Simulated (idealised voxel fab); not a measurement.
Name of the process module below: voxel wiring stack
Square cells of 5 nm make up the cross-section cut, whose width is 160 nm.
A cross-section is a grid of square cells, given in bands from the top down. A band is one or more rows of cells.
Quick guide to a band line: top height, bottom height (nm) up front; then every material left to right with its width in nm. Only one material and it's marked "everywhere"? Then it fills the band edge to edge. And "empty" just means empty space.
Height 0 is the level under which the wafer as received is all one material. The lowest band goes on downwards, as in "from 0 down".
Width "30 to 40": first value at the band's top row of cells, second value at its bottom row, equal change from row to row.
Reading "same as before" for a step: not a cell of the cross-section changed in it.
Voids not open to the top, 8 cells minimum: see "Closed internal cavities". Written width x height at distance; distance is from the left edge; nm.
On a step's line, text after the settings is the simulator commenting on that step.
"overlay nm" denotes, for a step that has a mask, the displacement of the mask to the right of its planned place, with negative values corresponding to the left.

Planned step list for the process:
step 1: op RECEIVE | material Si
step 2: op CONFORMAL_DEP | material SiO2 | thk nm 15
step 3: op CONFORMAL_DEP | material SiN | thk nm 5
step 4: op DIRECTIONAL_DEP | material SiO2 | thk nm 25
step 5: op PATTERN | tone open | mask id METAL_1 | material resist | width nm 25 | pitch nm 45 | thk nm 15 | overlay nm 0
step 6: op DIRECTIONAL_ETCH | etch materials SiO2 | depth nm 25
step 7: op DIRECTIONAL_ETCH | etch materials SiN | depth nm 5
step 8: op STRIP | etch materials resist
step 9: op CONFORMAL_DEP | material TiN | thk nm 5
step 10: op FILL_DEP | material Ru | thk nm 10
step 11: op CMP | height nm 45
step 12: op CONFORMAL_DEP | material SiCN | thk nm 5
step 13: op DIRECTIONAL_DEP | material SiO2 | thk nm 30
step 14: op MASKED_ETCH | tone open | mask id METAL_2 | width nm 25 | pitch nm 45 | etch materials SiO2 | depth nm 20 | overlay nm 0
step 15: op PATTERN | tone open | mask id METAL_2_HOLES | material resist | width nm 15 | thk nm 20 | overlay nm 0
step 16: op DIRECTIONAL_ETCH | etch materials SiO2 | depth nm 10
step 17: op DIRECTIONAL_ETCH | etch materials SiCN | depth nm 5
step 18: op STRIP | etch materials resist
step 19: op CONFORMAL_DEP | material TiN | thk nm 5
step 20: op FILL_DEP | material Cu | thk nm 10
step 21: op CMP | height nm 80
step 22: op CONFORMAL_DEP | material SiCN | thk nm 5
step 23: op DIRECTIONAL_DEP | material lowk | thk nm 10
step 24: op MASKED_ETCH | tone open | mask id PLUG_2 | width nm 15 | etch materials lowk | depth nm 10 | overlay nm 0
step 25: op MASKED_ETCH | tone open | mask id PLUG_2 | width nm 15 | etch materials SiCN | depth nm 5 | overlay nm 0
step 26: op CONFORMAL_DEP | material TiN | thk nm 5
step 27: op FILL_DEP | material Cu | thk nm 5
step 28: op CMP | height nm 95
step 29: op CONFORMAL_DEP | material SiCN | thk nm 5
step 30: op DIRECTIONAL_DEP | material SiO2 | thk nm 20
step 31: op MASKED_ETCH | tone open | mask id METAL_3 | width nm 25 | pitch nm 45 | etch materials SiO2 | depth nm 20 | overlay nm 0
step 32: op MASKED_ETCH | tone open | mask id METAL_3 | width nm 25 | pitch nm 45 | etch materials SiCN | depth nm 5 | overlay nm 0
step 33: op CONFORMAL_DEP | material TiN | thk nm 5
step 34: op FILL_DEP | material Cu | thk nm 5
step 35: op CMP | height nm 120
step 36: op CONFORMAL_DEP | material SiCN | thk nm 5

Delivered wafer in cross-section: state after step 1:
  from 0 down: Si everywhere
  Closed internal cavities: none

Wafer at module end, in section. Began as above, planned as above, run with one mistake:
  from 125 to 120: SiCN everywhere
  from 120 to 100: SiO2 (45); TiN (5); Cu (15); TiN (5); SiO2 (20); TiN (5); Cu (15); TiN (5); SiO2 (45)
  from 100 to 95: SiCN (45); TiN (25); SiCN (20); TiN (25); SiCN (45)
  from 95 to 85: lowk (45); TiN (5); SiN (5); TiN (5); lowk (100)
  from 85 to 80: SiCN (45); TiN (15); SiCN (100)
  from 80 to 65: SiO2 (45); TiN (5); Cu (15); TiN (5); SiO2 (20); TiN (5); Cu (15); TiN (5); SiO2 (45)
  from 65 to 60: SiO2 (45); TiN (5); Cu (5); TiN (15); SiO2 (20); TiN (25); SiO2 (45)
  from 60 to 50: SiO2 (45); TiN (5); Cu (5); TiN (5); SiO2 (100)
  from 50 to 45: SiCN (45); TiN (15); SiCN (100)
  from 45 to 20: SiO2 (45); TiN (5); Ru (15); TiN (5); SiO2 (20); TiN (5); Ru (15); TiN (5); SiO2 (45)
  from 20 to 15: SiN (45); TiN (25); SiN (20); TiN (25); SiN (45)
  from 15 to 0: SiO2 everywhere
  from 0 down: Si everywhere
  Closed internal cavities: none
What went wrong in running the wafer? off-plan run, step 27, actual operation and settings op FILL_DEP | material SiN | thk nm 5
